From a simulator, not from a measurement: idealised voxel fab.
process module | voxel double patterning
cross-section cut | 185 nm wide | cells 5 nm
A cross-section is a grid of square cells, given in bands from the top down. A band is one or more rows of cells.
Each band's line starts with the height of the band's top and of its bottom, in nm. Then come its materials from left to right, each with its width in nm. One material with "throughout" fills the band from edge to edge. "air" is empty space.
Height 0 is the level under which the wafer as received is all one material. The lowest band goes on downwards, as in "0 down".
A width such as "30 to 40" changes by the same amount from each row of cells to the next, from the band's top row to its bottom row.
"no change" after a step means that no cell of the cross-section changed.
closed voids: empty space of 8 cells or more with no open way to the top, each as width x height at its distance from the left edge, in nm
after a step's settings: what the simulator itself notes on the step
overlay nm, on a step with a mask: how far to the right of its planned place the mask lay; to the left if negative
plan
1 op RECEIVE | material Si
2 op CONFORMAL_DEP | material SiO2 | thk nm 5
3 op DIRECTIONAL_DEP | material TiN | thk nm 15
4 op DIRECTIONAL_DEP | material SiN | thk nm 10
5 op DIRECTIONAL_DEP | material aC | thk nm 15
6 op PATTERN | tone open | mask id FIRST | material resist | width nm 15 | pitch nm 50 | thk nm 30 | overlay nm 0
7 op DIRECTIONAL_ETCH | etch materials aC | depth nm 15
8 op STRIP | etch materials resist
9 op DIRECTIONAL_ETCH | etch materials SiN | depth nm 10
10 op STRIP | etch materials aC
11 op PATTERN | tone open | mask id SECOND | material resist | width nm 15 | pitch nm 50 | thk nm 20 | overlay nm 0
12 op DIRECTIONAL_ETCH | etch materials SiN | depth nm 10
13 op STRIP | etch materials resist
14 op DIRECTIONAL_ETCH | etch materials TiN | depth nm 15
15 op STRIP | etch materials SiN
first wafer, as planned
as received, after step 1
  0 down: Si throughout
  closed voids: none
after step 2
  5 to 0: SiO2 throughout
  below 0: unchanged
after step 3
  20 to 5: TiN throughout
  below 5: unchanged
after step 4
  30 to 20: SiN throughout
  below 20: unchanged
after step 5
  45 to 30: aC throughout
  below 30: unchanged
after step 6
  75 to 45: resist 35 | air 15 | resist 35 | air 15 | resist 35 | air 15 | resist 35
  below 45: unchanged
after step 7
  60 to 45: resist 35 | air 15 | resist 35 | air 15 | resist 35 | air 15 | resist 35
  45 to 30: aC 35 | air 15 | aC 35 | air 15 | aC 35 | air 15 | aC 35
  below 30: unchanged
after step 8
  45 to 30: aC 35 | air 15 | aC 35 | air 15 | aC 35 | air 15 | aC 35
  below 30: unchanged
after step 9
  45 to 30: aC 35 | air 15 | aC 35 | air 15 | aC 35 | air 15 | aC 35
  30 to 20: SiN 35 | air 15 | SiN 35 | air 15 | SiN 35 | air 15 | SiN 35
  below 20: unchanged
after step 10
  30 to 20: SiN 35 | air 15 | SiN 35 | air 15 | SiN 35 | air 15 | SiN 35
  below 20: unchanged
after step 11
  50 to 30: resist 60 | air 15 | resist 35 | air 15 | resist 60
  30 to 20: SiN 35 | resist 15 | SiN 35 | resist 15 | SiN 35 | resist 15 | SiN 35
  below 20: unchanged
after step 12
  50 to 30: resist 60 | air 15 | resist 35 | air 15 | resist 60
  30 to 20: SiN 35 | resist 15 | SiN 10 | air 15 | SiN 10 | resist 15 | SiN 10 | air 15 | SiN 10 | resist 15 | SiN 35
  below 20: unchanged
after step 13
  30 to 20: SiN 35 | air 15 | SiN 10 | air 15 | SiN 10 | air 15 | SiN 10 | air 15 | SiN 10 | air 15 | SiN 35
  below 20: unchanged
after step 14
  30 to 20: SiN 35 | air 15 | SiN 10 | air 15 | SiN 10 | air 15 | SiN 10 | air 15 | SiN 10 | air 15 | SiN 35
  20 to 5: TiN 35 | air 15 | TiN 10 | air 15 | TiN 10 | air 15 | TiN 10 | air 15 | TiN 10 | air 15 | TiN 35
  below 5: unchanged
after step 15
  20 to 5: TiN 35 | air 15 | TiN 10 | air 15 | TiN 10 | air 15 | TiN 10 | air 15 | TiN 10 | air 15 | TiN 35
  below 5: unchanged
second wafer: like start, like plan, one mistake. Through step 3 it matches the first wafer
when step 4 should have ended
  30 to 5: TiN throughout
  below 5: unchanged
when step 5 should have ended
  45 to 30: aC throughout
  below 30: unchanged
when step 6 should have ended
  75 to 45: resist 35 | air 15 | resist 35 | air 15 | resist 35 | air 15 | resist 35
  below 45: unchanged
when step 7 should have ended
  60 to 45: resist 35 | air 15 | resist 35 | air 15 | resist 35 | air 15 | resist 35
  45 to 30: aC 35 | air 15 | aC 35 | air 15 | aC 35 | air 15 | aC 35
  below 30: unchanged
when step 8 should have ended
  45 to 30: aC 35 | air 15 | aC 35 | air 15 | aC 35 | air 15 | aC 35
  below 30: unchanged
when step 9 should have ended: no change
when step 10 should have ended
  30 to 5: TiN throughout
  below 5: unchanged
when step 11 should have ended
  50 to 30: resist 60 | air 15 | resist 35 | air 15 | resist 60
  below 30: unchanged
when step 12 should have ended: no change
when step 13 should have ended
  30 to 5: TiN throughout
  below 5: unchanged
when step 14 should have ended
  15 to 5: TiN throughout
  below 5: unchanged
when step 15 should have ended: no change
what went wrong: step 4 ran as: op DIRECTIONAL_DEP | material TiN | thk nm 10
at the end the second wafer has, in cells: 8 more of TiN
